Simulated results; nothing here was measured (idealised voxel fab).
The document below concerns the process module designated voxel spacer lines.
The width of the displayed cross-section, cut, is 250 nm; its cells are square, with a size of 5 nm.
Think of the cross-section as a grid of square cells. We describe it in bands, top to bottom, and each band covers one or more rows of those cells. Top, bottom (nm), then materials left to right with widths (nm); lone material tagged "throughout" fills the whole band edge to edge; "blank" = empty space. Heights are expressed relative to 0, this being the level below which the as-received wafer comprises one material exclusively. The lowest band is unbounded in the downward direction and is denoted as in "from 0 down". Quick explanation for "30..40": the width changes in equal steps down the rows of cells, from the first number in the band's top row to the second number in its bottom row. The cross-section has no changed cell in any step marked "all unchanged". Empty spaces without an open route to the top, at least 8 cells in extent, make up the entry "Unvented cavities"; each is given as width x height at distance, where the distance is measured from the left edge, and all are in nm. What comes after the settings on a step's line is commentary from the simulator itself on that step. overlay nm: mask offset rightward from planned place, masked step; negative means leftward offset. Read the rest as pairs. Take the cross-section before one process step, then the cross-section after it, which shows only down to the lowest band that changed. Under the pair, find the step between them and its settings. Bear in mind that pairs may come from different runs of this module on the same starting wafer: link a pair to the pair above it only where its entry headed "Pre-step view" says to.

-- Pre-step view
- from 0 down: Si throughout
- Unvented cavities: none

-- Cut View, Post-Step
- from 5 to 0: Al2O3 throughout
- Under the height 0 nothing was changed.
- Unvented cavities: none
the step between: CONFORMAL_DEP, material Al2O3, thk nm 5

Pre-step view: The cross-section prior to this step is the one presented after the step of the pair immediately above.

-- Cut View, Post-Step
- from 15 to 5: SiN throughout
- Under the height 5 nothing was changed.
- Unvented cavities: none
the step between: DIRECTIONAL_DEP, material SiN, thk nm 10

Pre-step view: The cross-section prior to this step is the one presented after the step of the pair immediately above.

-- Cut View, Post-Step
- from 35 to 15: aC throughout
- Under the height 15 nothing was changed.
- Unvented cavities: none
the step between: DIRECTIONAL_DEP, material aC, thk nm 20

Pre-step view: The cross-section prior to this step is the one presented after the step of the pair immediately above.

-- Cut View, Post-Step
- from 65 to 35: blank 65; resist 15; blank 35; resist 15; blank 35; resist 15; blank 70
- Under the height 35 nothing was changed.
- Unvented cavities: none
the step between: PATTERN, tone cover, mask id MANDREL, material resist, width nm 15, pitch nm 50, thk nm 30, overlay nm 0

Pre-step view: The cross-section prior to this step is the one presented after the step of the pair immediately above.

-- Cut View, Post-Step
- from 45 to 35: blank 65; resist 15; blank 35; resist 15; blank 35; resist 15; blank 70
- from 35 to 15: blank 65; aC 15; blank 35; aC 15; blank 35; aC 15; blank 70
- Under the height 15 nothing was changed.
- Unvented cavities: none
the step between: DIRECTIONAL_ETCH, etch materials aC, depth nm 20

Pre-step view: The cross-section prior to this step is the one presented after the step of the pair immediately above.

-- Cut View, Post-Step
- from 35 to 15: blank 65; aC 15; blank 35; aC 15; blank 35; aC 15; blank 70
- Under the height 15 nothing was changed.
- Unvented cavities: none
the step between: STRIP, etch materials resist

Pre-step view: The cross-section prior to this step is the one presented after the step of the pair immediately above.

-- Cut View, Post-Step
- from 45 to 35: blank 55; SiO2 35; blank 15; SiO2 35; blank 15; SiO2 35; blank 60
- from 35 to 25: blank 55; SiO2 10; aC 15; SiO2 10; blank 15; SiO2 10; aC 15; SiO2 10; blank 15; SiO2 10; aC 15; SiO2 10; blank 60
- from 25 to 15: SiO2 65; aC 15; SiO2 35; aC 15; SiO2 35; aC 15; SiO2 70
- Under the height 15 nothing was changed.
- Unvented cavities: none
the step between: CONFORMAL_DEP, material SiO2, thk nm 10

Pre-step view: The cross-section prior to this step is the one presented after the step of the pair immediately above.

-- Cut View, Post-Step
- from 35 to 15: blank 55; SiO2 10; aC 15; SiO2 10; blank 15; SiO2 10; aC 15; SiO2 10; blank 15; SiO2 10; aC 15; SiO2 10; blank 60
- Under the height 15 nothing was changed.
- Unvented cavities: none
the step between: DIRECTIONAL_ETCH, etch materials SiO2, depth nm 10

Pre-step view: The cross-section prior to this step is the one presented after the step of the pair immediately above.

-- Cut View, Post-Step
- from 35 to 15: blank 55; SiO2 10; blank 15; SiO2 10; blank 15; SiO2 10; blank 15; SiO2 10; blank 15; SiO2 10; blank 15; SiO2 10; blank 60
- Under the height 15 nothing was changed.
- Unvented cavities: none
the step between: STRIP, etch materials aC

Pre-step view: The cross-section prior to this step is the one presented after the step of the pair immediately above.

-- Cut View, Post-Step
- from 35 to 15: blank 55; SiO2 10; blank 15; SiO2 10; blank 15; SiO2 10; blank 15; SiO2 10; blank 15; SiO2 10; blank 15; SiO2 10; blank 60
- from 15 to 5: blank 55; SiN 10; blank 15; SiN 10; blank 15; SiN 10; blank 15; SiN 10; blank 15; SiN 10; blank 15; SiN 10; blank 60
- Under the height 5 nothing was changed.
- Unvented cavities: none
the step between: DIRECTIONAL_ETCH, etch materials SiN, depth nm 10

Pre-step view: The cross-section prior to this step is the one presented after the step of the pair immediately above.

-- Cut View, Post-Step
- from 15 to 5: blank 55; SiN 10; blank 15; SiN 10; blank 15; SiN 10; blank 15; SiN 10; blank 15; SiN 10; blank 15; SiN 10; blank 60
- Under the height 5 nothing was changed.
- Unvented cavities: none
the step between: STRIP, etch materials SiO2

Pre-step view: The cross-section prior to this step is the one presented after the step of the pair immediately above.

-- Cut View, Post-Step
- from 25 to 15: SiO2 throughout
- from 15 to 5: SiO2 55; SiN 10; SiO2 15; SiN 10; SiO2 15; SiN 10; SiO2 15; SiN 10; SiO2 15; SiN 10; SiO2 15; SiN 10; SiO2 60
- Under the height 5 nothing was changed.
- Unvented cavities: none
the step between: FILL_DEP, material SiO2, thk nm 10

Pre-step view: The cross-section prior to this step is the one presented after the step of the pair immediately above.

-- Cut View, Post-Step
- from 15 to 5: SiO2 55; SiN 10; SiO2 15; SiN 10; SiO2 15; SiN 10; SiO2 15; SiN 10; SiO2 15; SiN 10; SiO2 15; SiN 10; SiO2 60
- Under the height 5 nothing was changed.
- Unvented cavities: none
the step between: CMP, height nm 15

-- Pre-step view
- from 0 down: Si throughout
- Unvented cavities: none

-- Cut View, Post-Step
- from 10 to 0: SiN throughout
- Under the height 0 nothing was changed.
- Unvented cavities: none
the step between: DIRECTIONAL_DEP, material SiN, thk nm 10

Pre-step view: The cross-section prior to this step is the one presented after the step of the pair immediately above.

-- Cut View, Post-Step
- from 30 to 10: aC throughout
- Under the height 10 nothing was changed.
- Unvented cavities: none
the step between: DIRECTIONAL_DEP, material aC, thk nm 20

Pre-step view: The cross-section prior to this step is the one presented after the step of the pair immediately above.

-- Cut View, Post-Step
- from 60 to 30: blank 65; resist 15; blank 35; resist 15; blank 35; resist 15; blank 70
- Under the height 30 nothing was changed.
- Unvented cavities: none
the step between: PATTERN, tone cover, mask id MANDREL, material resist, width nm 15, pitch nm 50, thk nm 30, overlay nm 0

Pre-step view: The cross-section prior to this step is the one presented after the step of the pair immediately above.

-- Cut View, Post-Step
- from 40 to 30: blank 65; resist 15; blank 35; resist 15; blank 35; resist 15; blank 70
- from 30 to 10: blank 65; aC 15; blank 35; aC 15; blank 35; aC 15; blank 70
- Under the height 10 nothing was changed.
- Unvented cavities: none
the step between: DIRECTIONAL_ETCH, etch materials aC, depth nm 20

Pre-step view: The cross-section prior to this step is the one presented after the step of the pair immediately above.

-- Cut View, Post-Step
- from 30 to 10: blank 65; aC 15; blank 35; aC 15; blank 35; aC 15; blank 70
- Under the height 10 nothing was changed.
- Unvented cavities: none
the step between: STRIP, etch materials resist

Pre-step view: The cross-section prior to this step is the one presented after the step of the pair immediately above.

-- Cut View, Post-Step
- from 40 to 30: blank 55; SiO2 35; blank 15; SiO2 35; blank 15; SiO2 35; blank 60
- from 30 to 20: blank 55; SiO2 10; aC 15; SiO2 10; blank 15; SiO2 10; aC 15; SiO2 10; blank 15; SiO2 10; aC 15; SiO2 10; blank 60
- from 20 to 10: SiO2 65; aC 15; SiO2 35; aC 15; SiO2 35; aC 15; SiO2 70
- Under the height 10 nothing was changed.
- Unvented cavities: none
the step between: CONFORMAL_DEP, material SiO2, thk nm 10

Pre-step view: The cross-section prior to this step is the one presented after the step of the pair immediately above.

-- Cut View, Post-Step
- from 30 to 10: blank 55; SiO2 10; aC 15; SiO2 10; blank 15; SiO2 10; aC 15; SiO2 10; blank 15; SiO2 10; aC 15; SiO2 10; blank 60
- Under the height 10 nothing was changed.
- Unvented cavities: none
the step between: DIRECTIONAL_ETCH, etch materials SiO2, depth nm 10

Pre-step view: The cross-section prior to this step is the one presented after the step of the pair immediately above.

-- Cut View, Post-Step
- from 30 to 10: blank 55; SiO2 10; blank 15; SiO2 10; blank 15; SiO2 10; blank 15; SiO2 10; blank 15; SiO2 10; blank 15; SiO2 10; blank 60
- Under the height 10 nothing was changed.
- Unvented cavities: none
the step between: STRIP, etch materials aC

Pre-step view: The cross-section prior to this step is the one presented after the step of the pair immediately above.

-- Cut View, Post-Step
- from 30 to 10: blank 55; SiO2 10; blank 15; SiO2 10; blank 15; SiO2 10; blank 15; SiO2 10; blank 15; SiO2 10; blank 15; SiO2 10; blank 60
- from 10 to 0: blank 55; SiN 10; blank 15; SiN 10; blank 15; SiN 10; blank 15; SiN 10; blank 15; SiN 10; blank 15; SiN 10; blank 60
- Under the height 0 nothing was changed.
- Unvented cavities: none
the step between: DIRECTIONAL_ETCH, etch materials SiN, depth nm 10

Pre-step view: The cross-section prior to this step is the one presented after the step of the pair immediately above.

-- Cut View, Post-Step
- from 10 to 0: blank 55; SiN 10; blank 15; SiN 10; blank 15; SiN 10; blank 15; SiN 10; blank 15; SiN 10; blank 15; SiN 10; blank 60
- Under the height 0 nothing was changed.
- Unvented cavities: none
the step between: STRIP, etch materials SiO2

Pre-step view: The cross-section prior to this step is the one presented after the step of the pair immediately above.

-- Cut View, Post-Step
- from 20 to 10: SiO2 throughout
- from 10 to 0: SiO2 55; SiN 10; SiO2 15; SiN 10; SiO2 15; SiN 10; SiO2 15; SiN 10; SiO2 15; SiN 10; SiO2 15; SiN 10; SiO2 60
- Under the height 0 nothing was changed.
- Unvented cavities: none
the step between: FILL_DEP, material SiO2, thk nm 10

Pre-step view: The cross-section prior to this step is the one presented after the step of the pair immediately above.

-- Cut View, Post-Step
- from 15 to 10: SiO2 throughout
- Under the height 10 nothing was changed.
- Unvented cavities: none
the step between: CMP, height nm 15

-- Pre-step view
- from 5 to 0: Al2O3 throughout
- from 0 down: Si throughout
- Unvented cavities: none

-- Cut View, Post-Step
- from 25 to 5: aC throughout
- Under the height 5 nothing was changed.
- Unvented cavities: none
the step between: DIRECTIONAL_DEP, material aC, thk nm 20

Pre-step view: The cross-section prior to this step is the one presented after the step of the pair immediately above.

-- Cut View, Post-Step
- from 35 to 25: SiN throughout
- Under the height 25 nothing was changed.
- Unvented cavities: none
the step between: DIRECTIONAL_DEP, material SiN, thk nm 10

Pre-step view: The cross-section prior to this step is the one presented after the step of the pair immediately above.

-- Cut View, Post-Step
- from 65 to 35: blank 65; resist 15; blank 35; resist 15; blank 35; resist 15; blank 70
- Under the height 35 nothing was changed.
- Unvented cavities: none
the step between: PATTERN, tone cover, mask id MANDREL, material resist, width nm 15, pitch nm 50, thk nm 30, overlay nm 0

Pre-step view: The cross-section prior to this step is the one presented after the step of the pair immediately above.

-- Cut View, Post-Step
- from 45 to 35: blank 65; resist 15; blank 35; resist 15; blank 35; resist 15; blank 70
- Under the height 35 nothing was changed.
- Unvented cavities: none
the step between: DIRECTIONAL_ETCH, etch materials aC, depth nm 20

Pre-step view: The cross-section prior to this step is the one presented after the step of the pair immediately above.

-- Cut View, Post-Step
- from 35 to 25: SiN throughout
- Under the height 25 nothing was changed.
- Unvented cavities: none
the step between: STRIP, etch materials resist

Pre-step view: The cross-section prior to this step is the one presented after the step of the pair immediately above.

-- Cut View, Post-Step
- from 45 to 35: SiO2 throughout
- Under the height 35 nothing was changed.
- Unvented cavities: none
the step between: CONFORMAL_DEP, material SiO2, thk nm 10

Pre-step view: The cross-section prior to this step is the one presented after the step of the pair immediately above.

-- Cut View, Post-Step
- from 35 to 25: SiN throughout
- Under the height 25 nothing was changed.
- Unvented cavities: none
the step between: DIRECTIONAL_ETCH, etch materials SiO2, depth nm 10

Pre-step view: The cross-section prior to this step is the one presented after the step of the pair immediately above.

-- Cut View, Post-Step
- from 25 to 5: aC throughout
- Under the height 5 nothing was changed.
- Unvented cavities: none
the step between: DIRECTIONAL_ETCH, etch materials SiN, depth nm 10

Pre-step view: The cross-section prior to this step is the one presented after the step of the pair immediately above.

-- Cut View, Post-Step
- from 35 to 25: SiO2 throughout
- Under the height 25 nothing was changed.
- Unvented cavities: none
the step between: FILL_DEP, material SiO2, thk nm 10

Pre-step view: The cross-section prior to this step is the one presented after the step of the pair immediately above.

-- Cut View, Post-Step
- from 15 to 5: aC throughout
- Under the height 5 nothing was changed.
- Unvented cavities: none
the step between: CMP, height nm 15

-- Pre-step view
- from 25 to 15: SiO2 throughout
- from 15 to 5: SiO2 55; SiN 10; SiO2 15; SiN 10; SiO2 15; SiN 10; SiO2 15; SiN 10; SiO2 15; SiN 10; SiO2 15; SiN 10; SiO2 60
- from 5 to 0: Al2O3 throughout
- from 0 down: Si throughout
- Unvented cavities: none

-- Cut View, Post-Step
- from 5 to 0: Al2O3 throughout
- Under the height 0 nothing was changed.
- Unvented cavities: none
the step between: CMP, height nm 5

-- Pre-step view
- from 35 to 15: aC throughout
- from 15 to 5: SiN throughout
- from 5 to 0: Al2O3 throughout
- from 0 down: Si throughout
- Unvented cavities: none

-- Cut View, Post-Step
- from 65 to 35: blank 60; resist 25; blank 25; resist 25; blank 25; resist 25; blank 65
- Under the height 35 nothing was changed.
- Unvented cavities: none
the step between: PATTERN, tone cover, mask id MANDREL, material resist, width nm 25, pitch nm 50, thk nm 30, overlay nm 0

Pre-step view: The cross-section prior to this step is the one presented after the step of the pair immediately above.

-- Cut View, Post-Step
- from 45 to 35: blank 60; resist 25; blank 25; resist 25; blank 25; resist 25; blank 65
- from 35 to 15: blank 60; aC 25; blank 25; aC 25; blank 25; aC 25; blank 65
- Under the height 15 nothing was changed.
- Unvented cavities: none
the step between: DIRECTIONAL_ETCH, etch materials aC, depth nm 20

Pre-step view: The cross-section prior to this step is the one presented after the step of the pair immediately above.

-- Cut View, Post-Step
- from 35 to 15: blank 60; aC 25; blank 25; aC 25; blank 25; aC 25; blank 65
- Under the height 15 nothing was changed.
- Unvented cavities: none
the step between: STRIP, etch materials resist

Pre-step view: The cross-section prior to this step is the one presented after the step of the pair immediately above.

-- Cut View, Post-Step
- from 45 to 35: blank 50; SiO2 45; blank 5; SiO2 45; blank 5; SiO2 45; blank 55
- from 35 to 25: blank 50; SiO2 10; aC 25; SiO2 10; blank 5; SiO2 10; aC 25; SiO2 10; blank 5; SiO2 10; aC 25; SiO2 10; blank 55
- from 25 to 15: SiO2 60; aC 25; SiO2 25; aC 25; SiO2 25; aC 25; SiO2 65
- Under the height 15 nothing was changed.
- Unvented cavities: none
the step between: CONFORMAL_DEP, material SiO2, thk nm 10

Pre-step view: The cross-section prior to this step is the one presented after the step of the pair immediately above.

-- Cut View, Post-Step
- from 35 to 15: blank 50; SiO2 10; aC 25; SiO2 10; blank 5; SiO2 10; aC 25; SiO2 10; blank 5; SiO2 10; aC 25; SiO2 10; blank 55
- Under the height 15 nothing was changed.
- Unvented cavities: none
the step between: DIRECTIONAL_ETCH, etch materials SiO2, depth nm 10

Pre-step view: The cross-section prior to this step is the one presented after the step of the pair immediately above.

-- Cut View, Post-Step
- from 35 to 15: blank 50; SiO2 10; blank 25; SiO2 10; blank 5; SiO2 10; blank 25; SiO2 10; blank 5; SiO2 10; blank 25; SiO2 10; blank 55
- Under the height 15 nothing was changed.
- Unvented cavities: none
the step between: STRIP, etch materials aC

Pre-step view: The cross-section prior to this step is the one presented after the step of the pair immediately above.

-- Cut View, Post-Step
- from 35 to 15: blank 50; SiO2 10; blank 25; SiO2 10; blank 5; SiO2 10; blank 25; SiO2 10; blank 5; SiO2 10; blank 25; SiO2 10; blank 55
- from 15 to 5: blank 50; SiN 10; blank 25; SiN 10; blank 5; SiN 10; blank 25; SiN 10; blank 5; SiN 10; blank 25; SiN 10; blank 55
- Under the height 5 nothing was changed.
- Unvented cavities: none
the step between: DIRECTIONAL_ETCH, etch materials SiN, depth nm 10

Pre-step view: The cross-section prior to this step is the one presented after the step of the pair immediately above.

-- Cut View, Post-Step
- from 15 to 5: blank 50; SiN 10; blank 25; SiN 10; blank 5; SiN 10; blank 25; SiN 10; blank 5; SiN 10; blank 25; SiN 10; blank 55
- Under the height 5 nothing was changed.
- Unvented cavities: none
the step between: STRIP, etch materials SiO2

Pre-step view: The cross-section prior to this step is the one presented after the step of the pair immediately above.

-- Cut View, Post-Step
- from 25 to 15: SiO2 throughout
- from 15 to 5: SiO2 50; SiN 10; SiO2 25; SiN 10; SiO2 5; SiN 10; SiO2 25; SiN 10; SiO2 5; SiN 10; SiO2 25; SiN 10; SiO2 55
- Under the height 5 nothing was changed.
- Unvented cavities: none
the step between: FILL_DEP, material SiO2, thk nm 10

Pre-step view: The cross-section prior to this step is the one presented after the step of the pair immediately above.

-- Cut View, Post-Step
- from 15 to 5: SiO2 50; SiN 10; SiO2 25; SiN 10; SiO2 5; SiN 10; SiO2 25; SiN 10; SiO2 5; SiN 10; SiO2 25; SiN 10; SiO2 55
- Under the height 5 nothing was changed.
- Unvented cavities: none
the step between: CMP, height nm 15

-- Pre-step view
- from 35 to 15: aC throughout
- from 15 to 5: SiN throughout
- from 5 to 0: Al2O3 throughout
- from 0 down: Si throughout
- Unvented cavities: none

-- Cut View, Post-Step
- from 65 to 35: blank 55; resist 15; blank 35; resist 15; blank 35; resist 15; blank 80
- Under the height 35 nothing was changed.
- Unvented cavities: none
the step between: PATTERN, tone cover, mask id MANDREL, material resist, width nm 15, pitch nm 50, thk nm 30, overlay nm -10

Pre-step view: The cross-section prior to this step is the one presented after the step of the pair immediately above.

-- Cut View, Post-Step
- from 45 to 35: blank 55; resist 15; blank 35; resist 15; blank 35; resist 15; blank 80
- from 35 to 15: blank 55; aC 15; blank 35; aC 15; blank 35; aC 15; blank 80
- Under the height 15 nothing was changed.
- Unvented cavities: none
the step between: DIRECTIONAL_ETCH, etch materials aC, depth nm 20

Pre-step view: The cross-section prior to this step is the one presented after the step of the pair immediately above.

-- Cut View, Post-Step
- from 35 to 15: blank 55; aC 15; blank 35; aC 15; blank 35; aC 15; blank 80
- Under the height 15 nothing was changed.
- Unvented cavities: none
the step between: STRIP, etch materials resist

Pre-step view: The cross-section prior to this step is the one presented after the step of the pair immediately above.

-- Cut View, Post-Step
- from 45 to 35: blank 45; SiO2 35; blank 15; SiO2 35; blank 15; SiO2 35; blank 70
- from 35 to 25: blank 45; SiO2 10; aC 15; SiO2 10; blank 15; SiO2 10; aC 15; SiO2 10; blank 15; SiO2 10; aC 15; SiO2 10; blank 70
- from 25 to 15: SiO2 55; aC 15; SiO2 35; aC 15; SiO2 35; aC 15; SiO2 80
- Under the height 15 nothing was changed.
- Unvented cavities: none
the step between: CONFORMAL_DEP, material SiO2, thk nm 10

Pre-step view: The cross-section prior to this step is the one presented after the step of the pair immediately above.

-- Cut View, Post-Step
- from 35 to 15: blank 45; SiO2 10; aC 15; SiO2 10; blank 15; SiO2 10; aC 15; SiO2 10; blank 15; SiO2 10; aC 15; SiO2 10; blank 70
- Under the height 15 nothing was changed.
- Unvented cavities: none
the step between: DIRECTIONAL_ETCH, etch materials SiO2, depth nm 10

Pre-step view: The cross-section prior to this step is the one presented after the step of the pair immediately above.

-- Cut View, Post-Step
- from 35 to 15: blank 45; SiO2 10; blank 15; SiO2 10; blank 15; SiO2 10; blank 15; SiO2 10; blank 15; SiO2 10; blank 15; SiO2 10; blank 70
- Under the height 15 nothing was changed.
- Unvented cavities: none
the step between: STRIP, etch materials aC

Pre-step view: The cross-section prior to this step is the one presented after the step of the pair immediately above.

-- Cut View, Post-Step
- from 35 to 15: blank 45; SiO2 10; blank 15; SiO2 10; blank 15; SiO2 10; blank 15; SiO2 10; blank 15; SiO2 10; blank 15; SiO2 10; blank 70
- from 15 to 5: blank 45; SiN 10; blank 15; SiN 10; blank 15; SiN 10; blank 15; SiN 10; blank 15; SiN 10; blank 15; SiN 10; blank 70
- Under the height 5 nothing was changed.
- Unvented cavities: none
the step between: DIRECTIONAL_ETCH, etch materials SiN, depth nm 10

Pre-step view: The cross-section prior to this step is the one presented after the step of the pair immediately above.

-- Cut View, Post-Step
- from 15 to 5: blank 45; SiN 10; blank 15; SiN 10; blank 15; SiN 10; blank 15; SiN 10; blank 15; SiN 10; blank 15; SiN 10; blank 70
- Under the height 5 nothing was changed.
- Unvented cavities: none
the step between: STRIP, etch materials SiO2

Pre-step view: The cross-section prior to this step is the one presented after the step of the pair immediately above.

-- Cut View, Post-Step
- from 25 to 15: SiO2 throughout
- from 15 to 5: SiO2 45; SiN 10; SiO2 15; SiN 10; SiO2 15; SiN 10; SiO2 15; SiN 10; SiO2 15; SiN 10; SiO2 15; SiN 10; SiO2 70
- Under the height 5 nothing was changed.
- Unvented cavities: none
the step between: FILL_DEP, material SiO2, thk nm 10

Pre-step view: The cross-section prior to this step is the one presented after the step of the pair immediately above.

-- Cut View, Post-Step
- from 15 to 5: SiO2 45; SiN 10; SiO2 15; SiN 10; SiO2 15; SiN 10; SiO2 15; SiN 10; SiO2 15; SiN 10; SiO2 15; SiN 10; SiO2 70
- Under the height 5 nothing was changed.
- Unvented cavities: none
the step between: CMP, height nm 15

-- Pre-step view
- from 0 down: Si throughout
- Unvented cavities: none

-- Cut View, Post-Step
- from 5 to 0: SiN throughout
- Under the height 0 nothing was changed.
- Unvented cavities: none
the step between: CONFORMAL_DEP, material SiN, thk nm 5

Pre-step view: The cross-section prior to this step is the one presented after the step of the pair immediately above.

-- Cut View, Post-Step
- from 15 to 0: SiN throughout
- Under the height 0 nothing was changed.
- Unvented cavities: none
the step between: DIRECTIONAL_DEP, material SiN, thk nm 10

Pre-step view: The cross-section prior to this step is the one presented after the step of the pair immediately above.

-- Cut View, Post-Step
- from 35 to 15: aC throughout
- Under the height 15 nothing was changed.
- Unvented cavities: none
the step between: DIRECTIONAL_DEP, material aC, thk nm 20

Pre-step view: The cross-section prior to this step is the one presented after the step of the pair immediately above.

-- Cut View, Post-Step
- from 65 to 35: blank 65; resist 15; blank 35; resist 15; blank 35; resist 15; blank 70
- Under the height 35 nothing was changed.
- Unvented cavities: none
the step between: PATTERN, tone cover, mask id MANDREL, material resist, width nm 15, pitch nm 50, thk nm 30, overlay nm 0

Pre-step view: The cross-section prior to this step is the one presented after the step of the pair immediately above.

-- Cut View, Post-Step
- from 45 to 35: blank 65; resist 15; blank 35; resist 15; blank 35; resist 15; blank 70
- from 35 to 15: blank 65; aC 15; blank 35; aC 15; blank 35; aC 15; blank 70
- Under the height 15 nothing was changed.
- Unvented cavities: none
the step between: DIRECTIONAL_ETCH, etch materials aC, depth nm 20

Pre-step view: The cross-section prior to this step is the one presented after the step of the pair immediately above.

-- Cut View, Post-Step
- from 35 to 15: blank 65; aC 15; blank 35; aC 15; blank 35; aC 15; blank 70
- Under the height 15 nothing was changed.
- Unvented cavities: none
the step between: STRIP, etch materials resist

Pre-step view: The cross-section prior to this step is the one presented after the step of the pair immediately above.

-- Cut View, Post-Step
- from 45 to 35: blank 55; SiO2 35; blank 15; SiO2 35; blank 15; SiO2 35; blank 60
- from 35 to 25: blank 55; SiO2 10; aC 15; SiO2 10; blank 15; SiO2 10; aC 15; SiO2 10; blank 15; SiO2 10; aC 15; SiO2 10; blank 60
- from 25 to 15: SiO2 65; aC 15; SiO2 35; aC 15; SiO2 35; aC 15; SiO2 70
- Under the height 15 nothing was changed.
- Unvented cavities: none
the step between: CONFORMAL_DEP, material SiO2, thk nm 10

Pre-step view: The cross-section prior to this step is the one presented after the step of the pair immediately above.

-- Cut View, Post-Step
- from 35 to 15: blank 55; SiO2 10; aC 15; SiO2 10; blank 15; SiO2 10; aC 15; SiO2 10; blank 15; SiO2 10; aC 15; SiO2 10; blank 60
- Under the height 15 nothing was changed.
- Unvented cavities: none
the step between: DIRECTIONAL_ETCH, etch materials SiO2, depth nm 10

Pre-step view: The cross-section prior to this step is the one presented after the step of the pair immediately above.

-- Cut View, Post-Step
- from 35 to 15: blank 55; SiO2 10; blank 15; SiO2 10; blank 15; SiO2 10; blank 15; SiO2 10; blank 15; SiO2 10; blank 15; SiO2 10; blank 60
- Under the height 15 nothing was changed.
- Unvented cavities: none
the step between: STRIP, etch materials aC

Pre-step view: The cross-section prior to this step is the one presented after the step of the pair immediately above.

-- Cut View, Post-Step
- from 35 to 15: blank 55; SiO2 10; blank 15; SiO2 10; blank 15; SiO2 10; blank 15; SiO2 10; blank 15; SiO2 10; blank 15; SiO2 10; blank 60
- from 15 to 5: blank 55; SiN 10; blank 15; SiN 10; blank 15; SiN 10; blank 15; SiN 10; blank 15; SiN 10; blank 15; SiN 10; blank 60
- Under the height 5 nothing was changed.
- Unvented cavities: none
the step between: DIRECTIONAL_ETCH, etch materials SiN, depth nm 10

Pre-step view: The cross-section prior to this step is the one presented after the step of the pair immediately above.

-- Cut View, Post-Step
- from 15 to 5: blank 55; SiN 10; blank 15; SiN 10; blank 15; SiN 10; blank 15; SiN 10; blank 15; SiN 10; blank 15; SiN 10; blank 60
- Under the height 5 nothing was changed.
- Unvented cavities: none
the step between: STRIP, etch materials SiO2

Pre-step view: The cross-section prior to this step is the one presented after the step of the pair immediately above.

-- Cut View, Post-Step
- from 25 to 15: SiO2 throughout
- from 15 to 5: SiO2 55; SiN 10; SiO2 15; SiN 10; SiO2 15; SiN 10; SiO2 15; SiN 10; SiO2 15; SiN 10; SiO2 15; SiN 10; SiO2 60
- Under the height 5 nothing was changed.
- Unvented cavities: none
the step between: FILL_DEP, material SiO2, thk nm 10

Pre-step view: The cross-section prior to this step is the one presented after the step of the pair immediately above.

-- Cut View, Post-Step
- from 15 to 5: SiO2 55; SiN 10; SiO2 15; SiN 10; SiO2 15; SiN 10; SiO2 15; SiN 10; SiO2 15; SiN 10; SiO2 15; SiN 10; SiO2 60
- Under the height 5 nothing was changed.
- Unvented cavities: none
the step between: CMP, height nm 15
